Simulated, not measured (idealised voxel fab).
Process module in this document: voxel fin reveal
The width of the displayed cross-section, cut, is 295 nm; its cells are square, with a size of 5 nm.
Cross-sections here: square-cell grids, written as top-down lists of bands, a band being one or more rows of cells. In this notation a band is specified by the heights of its top and bottom, in that order and in nm, after which its materials appear from left to right, each paired with its width in nm. The word "edge to edge" attached to a single material means that material fills the band from edge to edge; the word "empty" stands for empty space. All heights in this document are referenced to 0, defined as the level beneath which the wafer, as received, consists entirely of one material. The lowest band is not bounded below; it extends indefinitely downward and is written in the form "0 down". Note: "30 to 40" means the width goes from the first number (top row of the band) to the second number (bottom row) in equal steps per row of cells. "no alterations made" means the step left every cell of the cross-section as it was. "Closed void register" means: voids of 8 cells or more that are shut off from the top with no open way through. Written width x height at distance, distance from the left edge, in nm. The remark found on a step's line after its settings is issued by the simulator itself and pertains to that step. overlay nm: right-of-plan distance of the mask on a masked step; negative values mean left-of-plan.

[Process steps - plan]
1,op RECEIVE | material Si
2,op CONFORMAL_DEP | material SiN | thk nm 5
3,op PATTERN | tone cover | mask id FINS | material resist | width nm 15 | pitch nm 35 | thk nm 15 | overlay nm 0
4,op DIRECTIONAL_ETCH | etch materials SiN | depth nm 5
5,op DIRECTIONAL_ETCH | etch materials Si | depth nm 40
6,op STRIP | etch materials resist
7,op OXIDIZE | depth nm 5
8,op FILL_DEP | material SiO2 | thk nm 5
9,op CMP | height nm 5
10,op SELECTIVE_ETCH | etch materials SiO2 | depth nm 20
11,op STRIP | etch materials SiN
12,op CONFORMAL_DEP | material SiO2 | thk nm 5

[The first wafer of two, processed as planned]

[Cross-section of the wafer at receipt, which is the condition after step 1]
* 0 down = Si edge to edge
* Closed void register: none

[So this is the wafer cross-section right after step 2]
* 5 to 0 = SiN edge to edge
* Below a height of 0, the structure has not been altered.

[So this is the wafer cross-section right after step 3]
* 20 to 5 = empty 120  resist 15  empty 20  resist 15  empty 125
* Below a height of 5, the structure has not been altered.

[So this is the wafer cross-section right after step 4]
* 20 to 5 = empty 120  resist 15  empty 20  resist 15  empty 125
* 5 to 0 = empty 120  SiN 15  empty 20  SiN 15  empty 125
* Below a height of 0, the structure has not been altered.

[So this is the wafer cross-section right after step 5]
* 20 to 5 = empty 120  resist 15  empty 20  resist 15  empty 125
* 5 to 0 = empty 120  SiN 15  empty 20  SiN 15  empty 125
* 0 to -40 = empty 120  Si 15  empty 20  Si 15  empty 125
* Below a height of -40, the structure has not been altered.

[So this is the wafer cross-section right after step 6]
* 5 to 0 = empty 120  SiN 15  empty 20  SiN 15  empty 125
* Below a height of 0, the structure has not been altered.

[So this is the wafer cross-section right after step 7]
* 5 to 0 = empty 120  SiN 15  empty 20  SiN 15  empty 125
* 0 to -40 = empty 120  SiO2 5  Si 5  SiO2 5  empty 20  SiO2 5  Si 5  SiO2 5  empty 125
* -40 to -45 = SiO2 125  Si 5  SiO2 30  Si 5  SiO2 130
* Below a height of -45, the structure has not been altered.

[So this is the wafer cross-section right after step 8]
* 10 to 5 = SiO2 edge to edge
* 5 to 0 = SiO2 120  SiN 15  SiO2 20  SiN 15  SiO2 125
* 0 to -45 = SiO2 125  Si 5  SiO2 30  Si 5  SiO2 130
* Below a height of -45, the structure has not been altered.

[So this is the wafer cross-section right after step 9]
* 5 to 0 = SiO2 120  SiN 15  SiO2 20  SiN 15  SiO2 125
* Below a height of 0, the structure has not been altered.

[So this is the wafer cross-section right after step 10]
* 5 to 0 = empty 120  SiN 15  empty 20  SiN 15  empty 125
* 0 to -15 = empty 125  Si 5  empty 30  Si 5  empty 130
* Below a height of -15, the structure has not been altered.

[So this is the wafer cross-section right after step 11]
* 0 to -15 = empty 125  Si 5  empty 30  Si 5  empty 130
* Below a height of -15, the structure has not been altered.

[So this is the wafer cross-section right after step 12]
* 5 to 0 = empty 120  SiO2 15  empty 20  SiO2 15  empty 125
* 0 to -10 = empty 120  SiO2 5  Si 5  SiO2 5  empty 20  SiO2 5  Si 5  SiO2 5  empty 125
* -10 to -45 = SiO2 125  Si 5  SiO2 30  Si 5  SiO2 130
* Below a height of -45, the structure has not been altered.

[For the second wafer, take the first wafer's start and plan, then add one mistake made in running it; everything through step 2, that step included, is shared with the first]

[At the planned end of step 3, the second wafer in cross-section]
* 20 to 5 = empty 120  resist 20  empty 15  resist 20  empty 120
* Below a height of 5, the structure has not been altered.

[At the planned end of step 4, the second wafer in cross-section]
* 20 to 5 = empty 120  resist 20  empty 15  resist 20  empty 120
* 5 to 0 = empty 120  SiN 20  empty 15  SiN 20  empty 120
* Below a height of 0, the structure has not been altered.

[At the planned end of step 5, the second wafer in cross-section]
* 20 to 5 = empty 120  resist 20  empty 15  resist 20  empty 120
* 5 to 0 = empty 120  SiN 20  empty 15  SiN 20  empty 120
* 0 to -40 = empty 120  Si 20  empty 15  Si 20  empty 120
* Below a height of -40, the structure has not been altered.

[At the planned end of step 6, the second wafer in cross-section]
* 5 to 0 = empty 120  SiN 20  empty 15  SiN 20  empty 120
* Below a height of 0, the structure has not been altered.

[At the planned end of step 7, the second wafer in cross-section]
* 5 to 0 = empty 120  SiN 20  empty 15  SiN 20  empty 120
* 0 to -40 = empty 120  SiO2 5  Si 10  SiO2 5  empty 15  SiO2 5  Si 10  SiO2 5  empty 120
* -40 to -45 = SiO2 125  Si 10  SiO2 25  Si 10  SiO2 125
* Below a height of -45, the structure has not been altered.

[At the planned end of step 8, the second wafer in cross-section]
* 10 to 5 = SiO2 edge to edge
* 5 to 0 = SiO2 120  SiN 20  SiO2 15  SiN 20  SiO2 120
* 0 to -45 = SiO2 125  Si 10  SiO2 25  Si 10  SiO2 125
* Below a height of -45, the structure has not been altered.

[At the planned end of step 9, the second wafer in cross-section]
* 5 to 0 = SiO2 120  SiN 20  SiO2 15  SiN 20  SiO2 120
* Below a height of 0, the structure has not been altered.

[At the planned end of step 10, the second wafer in cross-section]
* 5 to 0 = empty 120  SiN 20  empty 15  SiN 20  empty 120
* 0 to -15 = empty 125  Si 10  empty 25  Si 10  empty 125
* Below a height of -15, the structure has not been altered.

[At the planned end of step 11, the second wafer in cross-section]
* 0 to -15 = empty 125  Si 10  empty 25  Si 10  empty 125
* Below a height of -15, the structure has not been altered.

[At the planned end of step 12, the second wafer in cross-section]
* 5 to 0 = empty 120  SiO2 20  empty 15  SiO2 20  empty 120
* 0 to -10 = empty 120  SiO2 5  Si 10  SiO2 5  empty 15  SiO2 5  Si 10  SiO2 5  empty 120
* -10 to -45 = SiO2 125  Si 10  SiO2 25  Si 10  SiO2 125
* Below a height of -45, the structure has not been altered.
Which mistake was made when the wafer was run? heads up, step 3 didn't go per plan, it actually ran as op PATTERN | tone cover | mask id FINS | material resist | width nm 20 | pitch nm 35 | thk nm 15 | overlay nm 0
The closing comparison, in cells, has the second wafer with more or fewer of some materials than the first: Si: 18 more; SiO2: 12 fewer
